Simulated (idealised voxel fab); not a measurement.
voxel gate over fins: a process module
It is cross-section cut that appears here, measuring 280 nm in width, its square cells being 5 nm in size.
This document writes a cross-section as a grid whose cells are square, and gives it as bands, listed from the top down; one or more rows of cells form a band.
Heads up on the band format: heights come first, top then bottom, in nm. After that it's the materials left to right, each with its width in nm. A single material flagged "all across" fills the whole band edge to edge, and "air" means there's empty space there.
It should be noted that heights are counted from 0, beneath which the wafer as supplied is of one material throughout, and that the lowest band possesses no lower boundary but continues downward, as written in "0 nm and below".
The width entry "30..40" should be interpreted row by row: the top row of cells in the band takes the first number, the bottom row takes the second number, and the change between adjacent rows is uniform throughout.
The cross-section has no changed cell in any step marked "left unchanged".
This entry, "Internal closed voids", enumerates those empty regions of no fewer than 8 cells that possess no open connection to the top. Each region is reported in the form width x height at distance, the distance being taken from the left edge, with all three quantities expressed in nm.
What comes after the settings on a step's line is commentary from the simulator itself on that step.
overlay nm: right-of-plan distance of the mask on a masked step; negative values mean left-of-plan.
If you're wondering how to read the rest of this, here's the deal. It's pairs of cross-sections: one from before a process step, one from after it. The after one is only drawn as far down as the lowest band that changed. Right under each pair you'll see which step sits between them and what its settings were. Don't read the pairs as one continuous story, though. They can come from different runs of this module on the same starting wafer, and a pair only carries on from the one above it where its entry headed "Snapshot before" says so.

Snapshot before
- 10 nm to 0 nm = 40 of SiO2, then 15 of SiN, then 15 of SiO2, then 15 of air, then 15 of SiO2, then 15 of SiN, then 45 of SiO2, then 15 of SiN, then 45 of SiO2, then 15 of SiN, then 45 of SiO2
- 0 nm to -30 nm = 40 of SiO2, then 15 of Si, then 15 of SiO2, then 15 of air, then 15 of SiO2, then 15 of Si, then 45 of SiO2, then 15 of Si, then 45 of SiO2, then 15 of Si, then 45 of SiO2
- -30 nm to -70 nm = 40 of SiO2, then 15 of Si, then 45 of SiO2, then 15 of Si, then 45 of SiO2, then 15 of Si, then 45 of SiO2, then 15 of Si, then 45 of SiO2
- -70 nm and below = Si all across
- Internal closed voids: none

Post-Step Appearance
- 15 nm to 10 nm = 75 of TiN, then 5 of air, then 200 of TiN
- 10 nm to 0 nm = 40 of SiO2, then 15 of SiN, then 15 of SiO2, then 5 of TiN, then 5 of air, then 5 of TiN, then 15 of SiO2, then 15 of SiN, then 45 of SiO2, then 15 of SiN, then 45 of SiO2, then 15 of SiN, then 45 of SiO2
- 0 nm to -25 nm = 40 of SiO2, then 15 of Si, then 15 of SiO2, then 5 of TiN, then 5 of air, then 5 of TiN, then 15 of SiO2, then 15 of Si, then 45 of SiO2, then 15 of Si, then 45 of SiO2, then 15 of Si, then 45 of SiO2
- -25 nm to -30 nm = 40 of SiO2, then 15 of Si, then 15 of SiO2, then 15 of TiN, then 15 of SiO2, then 15 of Si, then 45 of SiO2, then 15 of Si, then 45 of SiO2, then 15 of Si, then 45 of SiO2
- Below -30, the layers are the same as they were.
- Internal closed voids: none
For reference, the processing step occurring between the two cross-sections presented above is as follows: CONFORMAL_DEP,material TiN,thk nm 5

Snapshot before: after-state, pair directly above.

Post-Step Appearance
- 20 nm to 15 nm = W all across
- 15 nm to 10 nm = 75 of TiN, then 5 of W, then 200 of TiN
- 10 nm to 0 nm = 40 of SiO2, then 15 of SiN, then 15 of SiO2, then 5 of TiN, then 5 of W, then 5 of TiN, then 15 of SiO2, then 15 of SiN, then 45 of SiO2, then 15 of SiN, then 45 of SiO2, then 15 of SiN, then 45 of SiO2
- 0 nm to -25 nm = 40 of SiO2, then 15 of Si, then 15 of SiO2, then 5 of TiN, then 5 of W, then 5 of TiN, then 15 of SiO2, then 15 of Si, then 45 of SiO2, then 15 of Si, then 45 of SiO2, then 15 of Si, then 45 of SiO2
- Below -25, the layers are the same as they were.
- Internal closed voids: none
For reference, the processing step occurring between the two cross-sections presented above is as follows: FILL_DEP,material W,thk nm 5

Snapshot before: after-state, pair directly above.

Post-Step Appearance
- 10 nm to 0 nm = 40 of SiO2, then 15 of SiN, then 15 of SiO2, then 5 of TiN, then 5 of W, then 5 of TiN, then 15 of SiO2, then 15 of SiN, then 45 of SiO2, then 15 of SiN, then 45 of SiO2, then 15 of SiN, then 45 of SiO2
- Below 0, the layers are the same as they were.
- Internal closed voids: none
For reference, the processing step occurring between the two cross-sections presented above is as follows: CMP,height nm 10

Snapshot before: after-state, pair directly above.

Post-Step Appearance
- 10 nm to 0 nm = 40 of SiO2, then 15 of SiN, then 15 of SiO2, then 15 of air, then 15 of SiO2, then 15 of SiN, then 45 of SiO2, then 15 of SiN, then 45 of SiO2, then 15 of SiN, then 45 of SiO2
- 0 nm to -20 nm = 40 of SiO2, then 15 of Si, then 15 of SiO2, then 15 of air, then 15 of SiO2, then 15 of Si, then 45 of SiO2, then 15 of Si, then 45 of SiO2, then 15 of Si, then 45 of SiO2
- Below -20, the layers are the same as they were.
- Internal closed voids: none
For reference, the processing step occurring between the two cross-sections presented above is as follows: SELECTIVE_ETCH,etch materials W Ru TiN,depth nm 30

Snapshot before: after-state, pair directly above.

Post-Step Appearance
- 15 nm to 10 nm = SiO2 all across
- 10 nm to 0 nm = 40 of SiO2, then 15 of SiN, then 45 of SiO2, then 15 of SiN, then 45 of SiO2, then 15 of SiN, then 45 of SiO2, then 15 of SiN, then 45 of SiO2
- 0 nm to -20 nm = 40 of SiO2, then 15 of Si, then 45 of SiO2, then 15 of Si, then 45 of SiO2, then 15 of Si, then 45 of SiO2, then 15 of Si, then 45 of SiO2
- Below -20, the layers are the same as they were.
- Internal closed voids: none
For reference, the processing step occurring between the two cross-sections presented above is as follows: FILL_DEP,material SiO2,thk nm 5

Snapshot before: after-state, pair directly above.

Post-Step Appearance
- 10 nm to 0 nm = 40 of SiO2, then 15 of SiN, then 45 of SiO2, then 15 of SiN, then 45 of SiO2, then 15 of SiN, then 45 of SiO2, then 15 of SiN, then 45 of SiO2
- Below 0, the layers are the same as they were.
- Internal closed voids: none
For reference, the processing step occurring between the two cross-sections presented above is as follows: CMP,height nm 10

Snapshot before: after-state, pair directly above.

Post-Step Appearance
- 10 nm to 0 nm = 40 of air, then 15 of SiN, then 45 of air, then 15 of SiN, then 45 of air, then 15 of SiN, then 45 of air, then 15 of SiN, then 45 of air
- 0 nm to -15 nm = 40 of air, then 15 of Si, then 45 of air, then 15 of Si, then 45 of air, then 15 of Si, then 45 of air, then 15 of Si, then 45 of air
- Below -15, the layers are the same as they were.
- Internal closed voids: none
For reference, the processing step occurring between the two cross-sections presented above is as follows: SELECTIVE_ETCH,etch materials SiO2,depth nm 25

Snapshot before: after-state, pair directly above.

Post-Step Appearance
- 0 nm to -15 nm = 40 of air, then 15 of Si, then 45 of air, then 15 of Si, then 45 of air, then 15 of Si, then 45 of air, then 15 of Si, then 45 of air
- Below -15, the layers are the same as they were.
- Internal closed voids: none
For reference, the processing step occurring between the two cross-sections presented above is as follows: STRIP,etch materials SiN

Snapshot before: after-state, pair directly above.

Post-Step Appearance
- 5 nm to 0 nm = 35 of air, then 25 of HfO2, then 35 of air, then 25 of HfO2, then 35 of air, then 25 of HfO2, then 35 of air, then 25 of HfO2, then 40 of air
- 0 nm to -10 nm = 35 of air, then 5 of HfO2, then 15 of Si, then 5 of HfO2, then 35 of air, then 5 of HfO2, then 15 of Si, then 5 of HfO2, then 35 of air, then 5 of HfO2, then 15 of Si, then 5 of HfO2, then 35 of air, then 5 of HfO2, then 15 of Si, then 5 of HfO2, then 40 of air
- -10 nm to -15 nm = 40 of HfO2, then 15 of Si, then 45 of HfO2, then 15 of Si, then 45 of HfO2, then 15 of Si, then 45 of HfO2, then 15 of Si, then 45 of HfO2
- Below -15, the layers are the same as they were.
- Internal closed voids: none
For reference, the processing step occurring between the two cross-sections presented above is as follows: CONFORMAL_DEP,material HfO2,thk nm 5

Snapshot before: after-state, pair directly above.

Post-Step Appearance
- 10 nm to 5 nm = 30 of air, then 35 of TiN, then 25 of air, then 35 of TiN, then 25 of air, then 35 of TiN, then 25 of air, then 35 of TiN, then 35 of air
- 5 nm to 0 nm = 30 of air, then 5 of TiN, then 25 of HfO2, then 5 of TiN, then 25 of air, then 5 of TiN, then 25 of HfO2, then 5 of TiN, then 25 of air, then 5 of TiN, then 25 of HfO2, then 5 of TiN, then 25 of air, then 5 of TiN, then 25 of HfO2, then 5 of TiN, then 35 of air
- 0 nm to -5 nm = 30 of air, then 5 of TiN, then 5 of HfO2, then 15 of Si, then 5 of HfO2, then 5 of TiN, then 25 of air, then 5 of TiN, then 5 of HfO2, then 15 of Si, then 5 of HfO2, then 5 of TiN, then 25 of air, then 5 of TiN, then 5 of HfO2, then 15 of Si, then 5 of HfO2, then 5 of TiN, then 25 of air, then 5 of TiN, then 5 of HfO2, then 15 of Si, then 5 of HfO2, then 5 of TiN, then 35 of air
- -5 nm to -10 nm = 35 of TiN, then 5 of HfO2, then 15 of Si, then 5 of HfO2, then 35 of TiN, then 5 of HfO2, then 15 of Si, then 5 of HfO2, then 35 of TiN, then 5 of HfO2, then 15 of Si, then 5 of HfO2, then 35 of TiN, then 5 of HfO2, then 15 of Si, then 5 of HfO2, then 40 of TiN
- Below -10, the layers are the same as they were.
- Internal closed voids: none
For reference, the processing step occurring between the two cross-sections presented above is as follows: CONFORMAL_DEP,material TiN,thk nm 5

Snapshot before: after-state, pair directly above.

Post-Step Appearance
- 15 nm to 10 nm = 25 of air, then 45 of TiAl, then 15 of air, then 45 of TiAl, then 15 of air, then 45 of TiAl, then 15 of air, then 45 of TiAl, then 30 of air
- 10 nm to 5 nm = 25 of air, then 5 of TiAl, then 35 of TiN, then 5 of TiAl, then 15 of air, then 5 of TiAl, then 35 of TiN, then 5 of TiAl, then 15 of air, then 5 of TiAl, then 35 of TiN, then 5 of TiAl, then 15 of air, then 5 of TiAl, then 35 of TiN, then 5 of TiAl, then 30 of air
- 5 nm to 0 nm = 25 of air, then 5 of TiAl, then 5 of TiN, then 25 of HfO2, then 5 of TiN, then 5 of TiAl, then 15 of air, then 5 of TiAl, then 5 of TiN, then 25 of HfO2, then 5 of TiN, then 5 of TiAl, then 15 of air, then 5 of TiAl, then 5 of TiN, then 25 of HfO2, then 5 of TiN, then 5 of TiAl, then 15 of air, then 5 of TiAl, then 5 of TiN, then 25 of HfO2, then 5 of TiN, then 5 of TiAl, then 30 of air
- 0 nm to -5 nm = 30 of TiAl, then 5 of TiN, then 5 of HfO2, then 15 of Si, then 5 of HfO2, then 5 of TiN, then 25 of TiAl, then 5 of TiN, then 5 of HfO2, then 15 of Si, then 5 of HfO2, then 5 of TiN, then 25 of TiAl, then 5 of TiN, then 5 of HfO2, then 15 of Si, then 5 of HfO2, then 5 of TiN, then 25 of TiAl, then 5 of TiN, then 5 of HfO2, then 15 of Si, then 5 of HfO2, then 5 of TiN, then 35 of TiAl
- Below -5, the layers are the same as they were.
- Internal closed voids: none
For reference, the processing step occurring between the two cross-sections presented above is as follows: CONFORMAL_DEP,material TiAl,thk nm 5

Snapshot before: after-state, pair directly above.

Post-Step Appearance
- 20 nm to 15 nm = 20 of air, then 55 of TiN, then 5 of air, then 55 of TiN, then 5 of air, then 55 of TiN, then 5 of air, then 55 of TiN, then 25 of air
- 15 nm to 10 nm = 20 of air, then 5 of TiN, then 45 of TiAl, then 5 of TiN, then 5 of air, then 5 of TiN, then 45 of TiAl, then 5 of TiN, then 5 of air, then 5 of TiN, then 45 of TiAl, then 5 of TiN, then 5 of air, then 5 of TiN, then 45 of TiAl, then 5 of TiN, then 25 of air
- 10 nm to 5 nm = 20 of air, then 5 of TiN, then 5 of TiAl, then 35 of TiN, then 5 of TiAl, then 5 of TiN, then 5 of air, then 5 of TiN, then 5 of TiAl, then 35 of TiN, then 5 of TiAl, then 5 of TiN, then 5 of air, then 5 of TiN, then 5 of TiAl, then 35 of TiN, then 5 of TiAl, then 5 of TiN, then 5 of air, then 5 of TiN, then 5 of TiAl, then 35 of TiN, then 5 of TiAl, then 5 of TiN, then 25 of air
- 5 nm to 0 nm = 25 of TiN, then 5 of TiAl, then 5 of TiN, then 25 of HfO2, then 5 of TiN, then 5 of TiAl, then 15 of TiN, then 5 of TiAl, then 5 of TiN, then 25 of HfO2, then 5 of TiN, then 5 of TiAl, then 15 of TiN, then 5 of TiAl, then 5 of TiN, then 25 of HfO2, then 5 of TiN, then 5 of TiAl, then 15 of TiN, then 5 of TiAl, then 5 of TiN, then 25 of HfO2, then 5 of TiN, then 5 of TiAl, then 30 of TiN
- Below 0, the layers are the same as they were.
- Internal closed voids: none
For reference, the processing step occurring between the two cross-sections presented above is as follows: CONFORMAL_DEP,material TiN,thk nm 5

Snapshot before: after-state, pair directly above.

Post-Step Appearance
- 30 nm to 20 nm = W all across
- 20 nm to 15 nm = 20 of W, then 55 of TiN, then 5 of W, then 55 of TiN, then 5 of W, then 55 of TiN, then 5 of W, then 55 of TiN, then 25 of W
- 15 nm to 10 nm = 20 of W, then 5 of TiN, then 45 of TiAl, then 5 of TiN, then 5 of W, then 5 of TiN, then 45 of TiAl, then 5 of TiN, then 5 of W, then 5 of TiN, then 45 of TiAl, then 5 of TiN, then 5 of W, then 5 of TiN, then 45 of TiAl, then 5 of TiN, then 25 of W
- 10 nm to 5 nm = 20 of W, then 5 of TiN, then 5 of TiAl, then 35 of TiN, then 5 of TiAl, then 5 of TiN, then 5 of W, then 5 of TiN, then 5 of TiAl, then 35 of TiN, then 5 of TiAl, then 5 of TiN, then 5 of W, then 5 of TiN, then 5 of TiAl, then 35 of TiN, then 5 of TiAl, then 5 of TiN, then 5 of W, then 5 of TiN, then 5 of TiAl, then 35 of TiN, then 5 of TiAl, then 5 of TiN, then 25 of W
- Below 5, the layers are the same as they were.
- Internal closed voids: none
For reference, the processing step occurring between the two cross-sections presented above is as follows: FILL_DEP,material W,thk nm 10

Snapshot before: after-state, pair directly above.

Post-Step Appearance
- 25 nm to 20 nm = W all across
- Below 20, the layers are the same as they were.
- Internal closed voids: none
For reference, the processing step occurring between the two cross-sections presented above is as follows: CMP,height nm 25

Snapshot before: after-state, pair directly above.

Post-Step Appearance
- 35 nm to 25 nm = SiCN all across
- Below 25, the layers are the same as they were.
- Internal closed voids: none
For reference, the processing step occurring between the two cross-sections presented above is as follows: CONFORMAL_DEP,material SiCN,thk nm 10

Snapshot before
- 15 nm to 5 nm = 25 of air, then 45 of TiN, then 15 of air, then 45 of TiN, then 15 of air, then 45 of TiN, then 15 of air, then 45 of TiN, then 30 of air
- 5 nm to 0 nm = 25 of air, then 10 of TiN, then 25 of HfO2, then 10 of TiN, then 15 of air, then 10 of TiN, then 25 of HfO2, then 10 of TiN, then 15 of air, then 10 of TiN, then 25 of HfO2, then 10 of TiN, then 15 of air, then 10 of TiN, then 25 of HfO2, then 10 of TiN, then 30 of air
- 0 nm to -10 nm = 35 of TiN, then 5 of HfO2, then 15 of Si, then 5 of HfO2, then 35 of TiN, then 5 of HfO2, then 15 of Si, then 5 of HfO2, then 35 of TiN, then 5 of HfO2, then 15 of Si, then 5 of HfO2, then 35 of TiN, then 5 of HfO2, then 15 of Si, then 5 of HfO2, then 40 of TiN
- -10 nm to -15 nm = 40 of HfO2, then 15 of Si, then 45 of HfO2, then 15 of Si, then 45 of HfO2, then 15 of Si, then 45 of HfO2, then 15 of Si, then 45 of HfO2
- -15 nm to -20 nm = 40 of SiO2, then 15 of Si, then 45 of SiO2, then 15 of Si, then 45 of SiO2, then 15 of Si, then 45 of SiO2, then 15 of Si, then 45 of SiO2
- -20 nm to -25 nm = 40 of SiO2, then 15 of Si, then 15 of SiO2, then 5 of TiN, then 5 of W, then 5 of TiN, then 15 of SiO2, then 15 of Si, then 45 of SiO2, then 15 of Si, then 45 of SiO2, then 15 of Si, then 45 of SiO2
- -25 nm to -30 nm = 40 of SiO2, then 15 of Si, then 15 of SiO2, then 15 of TiN, then 15 of SiO2, then 15 of Si, then 45 of SiO2, then 15 of Si, then 45 of SiO2, then 15 of Si, then 45 of SiO2
- -30 nm to -35 nm = 40 of SiO2, then 15 of Si, then 45 of SiO2, then 15 of Si, then 45 of SiO2, then 15 of Si, then 45 of SiO2, then 15 of Si, then 45 of SiO2
- -35 nm and below = Si all across
- Internal closed voids: none

Post-Step Appearance
- 20 nm to 15 nm = 20 of air, then 55 of TiAl, then 5 of air, then 55 of TiAl, then 5 of air, then 55 of TiAl, then 5 of air, then 55 of TiAl, then 25 of air
- 15 nm to 5 nm = 20 of air, then 5 of TiAl, then 45 of TiN, then 5 of TiAl, then 5 of air, then 5 of TiAl, then 45 of TiN, then 5 of TiAl, then 5 of air, then 5 of TiAl, then 45 of TiN, then 5 of TiAl, then 5 of air, then 5 of TiAl, then 45 of TiN, then 5 of TiAl, then 25 of air
- 5 nm to 0 nm = 25 of TiAl, then 10 of TiN, then 25 of HfO2, then 10 of TiN, then 15 of TiAl, then 10 of TiN, then 25 of HfO2, then 10 of TiN, then 15 of TiAl, then 10 of TiN, then 25 of HfO2, then 10 of TiN, then 15 of TiAl, then 10 of TiN, then 25 of HfO2, then 10 of TiN, then 30 of TiAl
- Below 0, the layers are the same as they were.
- Internal closed voids: none
For reference, the processing step occurring between the two cross-sections presented above is as follows: CONFORMAL_DEP,material TiAl,thk nm 5

Snapshot before: after-state, pair directly above.

Post-Step Appearance
- 30 nm to 20 nm = W all across
- 20 nm to 15 nm = 20 of W, then 55 of TiAl, then 5 of W, then 55 of TiAl, then 5 of W, then 55 of TiAl, then 5 of W, then 55 of TiAl, then 25 of W
- 15 nm to 5 nm = 20 of W, then 5 of TiAl, then 45 of TiN, then 5 of TiAl, then 5 of W, then 5 of TiAl, then 45 of TiN, then 5 of TiAl, then 5 of W, then 5 of TiAl, then 45 of TiN, then 5 of TiAl, then 5 of W, then 5 of TiAl, then 45 of TiN, then 5 of TiAl, then 25 of W
- Below 5, the layers are the same as they were.
- Internal closed voids: none
For reference, the processing step occurring between the two cross-sections presented above is as follows: FILL_DEP,material W,thk nm 10

Snapshot before: after-state, pair directly above.

Post-Step Appearance
- 25 nm to 20 nm = W all across
- Below 20, the layers are the same as they were.
- Internal closed voids: none
For reference, the processing step occurring between the two cross-sections presented above is as follows: CMP,height nm 25

Snapshot before: after-state, pair directly above.

Post-Step Appearance
- 35 nm to 25 nm = SiCN all across
- Below 25, the layers are the same as they were.
- Internal closed voids: none
For reference, the processing step occurring between the two cross-sections presented above is as follows: CONFORMAL_DEP,material SiCN,thk nm 10

Snapshot before
- 15 nm to 10 nm = 25 of air, then 45 of TiAl, then 15 of air, then 45 of TiAl, then 15 of air, then 45 of TiAl, then 15 of air, then 45 of TiAl, then 30 of air
- 10 nm to 5 nm = 25 of air, then 5 of TiAl, then 35 of TiN, then 5 of TiAl, then 15 of air, then 5 of TiAl, then 35 of TiN, then 5 of TiAl, then 15 of air, then 5 of TiAl, then 35 of TiN, then 5 of TiAl, then 15 of air, then 5 of TiAl, then 35 of TiN, then 5 of TiAl, then 30 of air
- 5 nm to 0 nm = 25 of air, then 5 of TiAl, then 5 of TiN, then 25 of HfO2, then 5 of TiN, then 5 of TiAl, then 15 of air, then 5 of TiAl, then 5 of TiN, then 25 of HfO2, then 5 of TiN, then 5 of TiAl, then 15 of air, then 5 of TiAl, then 5 of TiN, then 25 of HfO2, then 5 of TiN, then 5 of TiAl, then 15 of air, then 5 of TiAl, then 5 of TiN, then 25 of HfO2, then 5 of TiN, then 5 of TiAl, then 30 of air
- 0 nm to -5 nm = 30 of TiAl, then 5 of TiN, then 5 of HfO2, then 15 of Si, then 5 of HfO2, then 5 of TiN, then 25 of TiAl, then 5 of TiN, then 5 of HfO2, then 15 of Si, then 5 of HfO2, then 5 of TiN, then 25 of TiAl, then 5 of TiN, then 5 of HfO2, then 15 of Si, then 5 of HfO2, then 5 of TiN, then 25 of TiAl, then 5 of TiN, then 5 of HfO2, then 15 of Si, then 5 of HfO2, then 5 of TiN, then 35 of TiAl
- -5 nm to -10 nm = 35 of TiN, then 5 of HfO2, then 15 of Si, then 5 of HfO2, then 35 of TiN, then 5 of HfO2, then 15 of Si, then 5 of HfO2, then 35 of TiN, then 5 of HfO2, then 15 of Si, then 5 of HfO2, then 35 of TiN, then 5 of HfO2, then 15 of Si, then 5 of HfO2, then 40 of TiN
- -10 nm to -15 nm = 40 of HfO2, then 15 of Si, then 45 of HfO2, then 15 of Si, then 45 of HfO2, then 15 of Si, then 45 of HfO2, then 15 of Si, then 45 of HfO2
- -15 nm to -20 nm = 40 of SiO2, then 15 of Si, then 45 of SiO2, then 15 of Si, then 45 of SiO2, then 15 of Si, then 45 of SiO2, then 15 of Si, then 45 of SiO2
- -20 nm to -25 nm = 40 of SiO2, then 15 of Si, then 15 of SiO2, then 5 of TiN, then 5 of W, then 5 of TiN, then 15 of SiO2, then 15 of Si, then 45 of SiO2, then 15 of Si, then 45 of SiO2, then 15 of Si, then 45 of SiO2
- -25 nm to -30 nm = 40 of SiO2, then 15 of Si, then 15 of SiO2, then 15 of TiN, then 15 of SiO2, then 15 of Si, then 45 of SiO2, then 15 of Si, then 45 of SiO2, then 15 of Si, then 45 of SiO2
- -30 nm to -35 nm = 40 of SiO2, then 15 of Si, then 45 of SiO2, then 15 of Si, then 45 of SiO2, then 15 of Si, then 45 of SiO2, then 15 of Si, then 45 of SiO2
- -35 nm and below = Si all across
- Internal closed voids: none

Post-Step Appearance
- 30 nm to 15 nm = 10 of air, then 255 of TiN, then 15 of air
- 15 nm to 10 nm = 25 of TiN, then 45 of TiAl, then 15 of TiN, then 45 of TiAl, then 15 of TiN, then 45 of TiAl, then 15 of TiN, then 45 of TiAl, then 30 of TiN
- 10 nm to 5 nm = 25 of TiN, then 5 of TiAl, then 35 of TiN, then 5 of TiAl, then 15 of TiN, then 5 of TiAl, then 35 of TiN, then 5 of TiAl, then 15 of TiN, then 5 of TiAl, then 35 of TiN, then 5 of TiAl, then 15 of TiN, then 5 of TiAl, then 35 of TiN, then 5 of TiAl, then 30 of TiN
- 5 nm to 0 nm = 25 of TiN, then 5 of TiAl, then 5 of TiN, then 25 of HfO2, then 5 of TiN, then 5 of TiAl, then 15 of TiN, then 5 of TiAl, then 5 of TiN, then 25 of HfO2, then 5 of TiN, then 5 of TiAl, then 15 of TiN, then 5 of TiAl, then 5 of TiN, then 25 of HfO2, then 5 of TiN, then 5 of TiAl, then 15 of TiN, then 5 of TiAl, then 5 of TiN, then 25 of HfO2, then 5 of TiN, then 5 of TiAl, then 30 of TiN
- Below 0, the layers are the same as they were.
- Internal closed voids: none
For reference, the processing step occurring between the two cross-sections presented above is as follows: CONFORMAL_DEP,material TiN,thk nm 15

Snapshot before: after-state, pair directly above.

Post-Step Appearance
- 40 nm to 30 nm = W all across
- 30 nm to 15 nm = 10 of W, then 255 of TiN, then 15 of W
- Below 15, the layers are the same as they were.
- Internal closed voids: none
For reference, the processing step occurring between the two cross-sections presented above is as follows: FILL_DEP,material W,thk nm 10

Snapshot before: after-state, pair directly above.

Post-Step Appearance
- 25 nm to 15 nm = 10 of W, then 255 of TiN, then 15 of W
- Below 15, the layers are the same as they were.
- Internal closed voids: none
For reference, the processing step occurring between the two cross-sections presented above is as follows: CMP,height nm 25

Snapshot before: after-state, pair directly above.

Post-Step Appearance
- 35 nm to 25 nm = SiCN all across
- Below 25, the layers are the same as they were.
- Internal closed voids: none
For reference, the processing step occurring between the two cross-sections presented above is as follows: CONFORMAL_DEP,material SiCN,thk nm 10

Snapshot before
- 20 nm to 10 nm = aC all across
- 10 nm to 0 nm = SiN all across
- 0 nm and below = Si all across
- Internal closed voids: none

Post-Step Appearance
- 50 nm to 20 nm = 35 of air, then 25 of resist, then 35 of air, then 25 of resist, then 35 of air, then 25 of resist, then 35 of air, then 25 of resist, then 40 of air
- Below 20, the layers are the same as they were.
- Internal closed voids: none
For reference, the processing step occurring between the two cross-sections presented above is as follows: PATTERN,tone cover,mask id FINS,material resist,width nm 25,pitch nm 60,thk nm 30,overlay nm 0

Snapshot before: after-state, pair directly above.

Post-Step Appearance
- 40 nm to 20 nm = 35 of air, then 25 of resist, then 35 of air, then 25 of resist, then 35 of air, then 25 of resist, then 35 of air, then 25 of resist, then 40 of air
- 20 nm to 10 nm = 35 of air, then 25 of aC, then 35 of air, then 25 of aC, then 35 of air, then 25 of aC, then 35 of air, then 25 of aC, then 40 of air
- Below 10, the layers are the same as they were.
- Internal closed voids: none
For reference, the processing step occurring between the two cross-sections presented above is as follows: DIRECTIONAL_ETCH,etch materials aC,depth nm 10

Snapshot before: after-state, pair directly above.

Post-Step Appearance
- 20 nm to 10 nm = 35 of air, then 25 of aC, then 35 of air, then 25 of aC, then 35 of air, then 25 of aC, then 35 of air, then 25 of aC, then 40 of air
- Below 10, the layers are the same as they were.
- Internal closed voids: none
For reference, the processing step occurring between the two cross-sections presented above is as follows: STRIP,etch materials resist

Snapshot before: after-state, pair directly above.

Post-Step Appearance
- 20 nm to 10 nm = 35 of air, then 25 of aC, then 35 of air, then 25 of aC, then 35 of air, then 25 of aC, then 35 of air, then 25 of aC, then 40 of air
- 10 nm to 0 nm = 35 of air, then 25 of SiN, then 35 of air, then 25 of SiN, then 35 of air, then 25 of SiN, then 35 of air, then 25 of SiN, then 40 of air
- Below 0, the layers are the same as they were.
- Internal closed voids: none
For reference, the processing step occurring between the two cross-sections presented above is as follows: DIRECTIONAL_ETCH,etch materials SiN,depth nm 10

Snapshot before: after-state, pair directly above.

Post-Step Appearance
- 20 nm to 10 nm = 35 of air, then 25 of aC, then 35 of air, then 25 of aC, then 35 of air, then 25 of aC, then 35 of air, then 25 of aC, then 40 of air
- 10 nm to 0 nm = 35 of air, then 25 of SiN, then 35 of air, then 25 of SiN, then 35 of air, then 25 of SiN, then 35 of air, then 25 of SiN, then 40 of air
- 0 nm to -35 nm = 35 of air, then 25 of Si, then 35 of air, then 25 of Si, then 35 of air, then 25 of Si, then 35 of air, then 25 of Si, then 40 of air
- Below -35, the layers are the same as they were.
- Internal closed voids: none
For reference, the processing step occurring between the two cross-sections presented above is as follows: DIRECTIONAL_ETCH,etch materials Si,depth nm 35

Snapshot before: after-state, pair directly above.

Post-Step Appearance
- 10 nm to 0 nm = 35 of air, then 25 of SiN, then 35 of air, then 25 of SiN, then 35 of air, then 25 of SiN, then 35 of air, then 25 of SiN, then 40 of air
- Below 0, the layers are the same as they were.
- Internal closed voids: none
For reference, the processing step occurring between the two cross-sections presented above is as follows: STRIP,etch materials aC

Snapshot before: after-state, pair directly above.

Post-Step Appearance
- 25 nm to 10 nm = SiO2 all across
- 10 nm to 0 nm = 35 of SiO2, then 25 of SiN, then 35 of SiO2, then 25 of SiN, then 35 of SiO2, then 25 of SiN, then 35 of SiO2, then 25 of SiN, then 40 of SiO2
- 0 nm to -35 nm = 35 of SiO2, then 25 of Si, then 35 of SiO2, then 25 of Si, then 35 of SiO2, then 25 of Si, then 35 of SiO2, then 25 of Si, then 40 of SiO2
- Below -35, the layers are the same as they were.
- Internal closed voids: none
For reference, the processing step occurring between the two cross-sections presented above is as follows: FILL_DEP,material SiO2,thk nm 15

Snapshot before: after-state, pair directly above.

Post-Step Appearance
- 10 nm to 0 nm = 35 of SiO2, then 25 of SiN, then 35 of SiO2, then 25 of SiN, then 35 of SiO2, then 25 of SiN, then 35 of SiO2, then 25 of SiN, then 40 of SiO2
- Below 0, the layers are the same as they were.
- Internal closed voids: none
For reference, the processing step occurring between the two cross-sections presented above is as follows: CMP,height nm 10

Snapshot before: after-state, pair directly above.

Post-Step Appearance
- 20 nm to 10 nm = aC all across
- Below 10, the layers are the same as they were.
- Internal closed voids: none
For reference, the processing step occurring between the two cross-sections presented above is as follows: DIRECTIONAL_DEP,material aC,thk nm 10

Snapshot before: after-state, pair directly above.

Post-Step Appearance
- 45 nm to 20 nm = 70 of resist, then 15 of air, then 195 of resist
- Below 20, the layers are the same as they were.
- Internal closed voids: none
For reference, the processing step occurring between the two cross-sections presented above is as follows: PATTERN,tone open,mask id RAIL,material resist,width nm 15,thk nm 25,overlay nm 0

Snapshot before: after-state, pair directly above.

Post-Step Appearance
- 35 nm to 20 nm = 70 of resist, then 15 of air, then 195 of resist
- 20 nm to 10 nm = 70 of aC, then 15 of air, then 195 of aC
- Below 10, the layers are the same as they were.
- Internal closed voids: none
For reference, the processing step occurring between the two cross-sections presented above is as follows: DIRECTIONAL_ETCH,etch materials aC,depth nm 10

Snapshot before: after-state, pair directly above.

Post-Step Appearance
- 20 nm to 10 nm = 70 of aC, then 15 of air, then 195 of aC
- Below 10, the layers are the same as they were.
- Internal closed voids: none
For reference, the processing step occurring between the two cross-sections presented above is as follows: STRIP,etch materials resist

Snapshot before: after-state, pair directly above.

Post-Step Appearance
- 20 nm to 10 nm = 70 of aC, then 15 of air, then 195 of aC
- 10 nm to 0 nm = 35 of SiO2, then 25 of SiN, then 10 of SiO2, then 15 of air, then 10 of SiO2, then 25 of SiN, then 35 of SiO2, then 25 of SiN, then 35 of SiO2, then 25 of SiN, then 40 of SiO2
- 0 nm to -30 nm = 35 of SiO2, then 25 of Si, then 10 of SiO2, then 15 of air, then 10 of SiO2, then 25 of Si, then 35 of SiO2, then 25 of Si, then 35 of SiO2, then 25 of Si, then 40 of SiO2
- Below -30, the layers are the same as they were.
- Internal closed voids: none
For reference, the processing step occurring between the two cross-sections presented above is as follows: DIRECTIONAL_ETCH,etch materials SiO2,depth nm 40

Snapshot before: after-state, pair directly above.

Post-Step Appearance
- 10 nm to 0 nm = 35 of SiO2, then 25 of SiN, then 10 of SiO2, then 15 of air, then 10 of SiO2, then 25 of SiN, then 35 of SiO2, then 25 of SiN, then 35 of SiO2, then 25 of SiN, then 40 of SiO2
- Below 0, the layers are the same as they were.
- Internal closed voids: none
For reference, the processing step occurring between the two cross-sections presented above is as follows: STRIP,etch materials aC
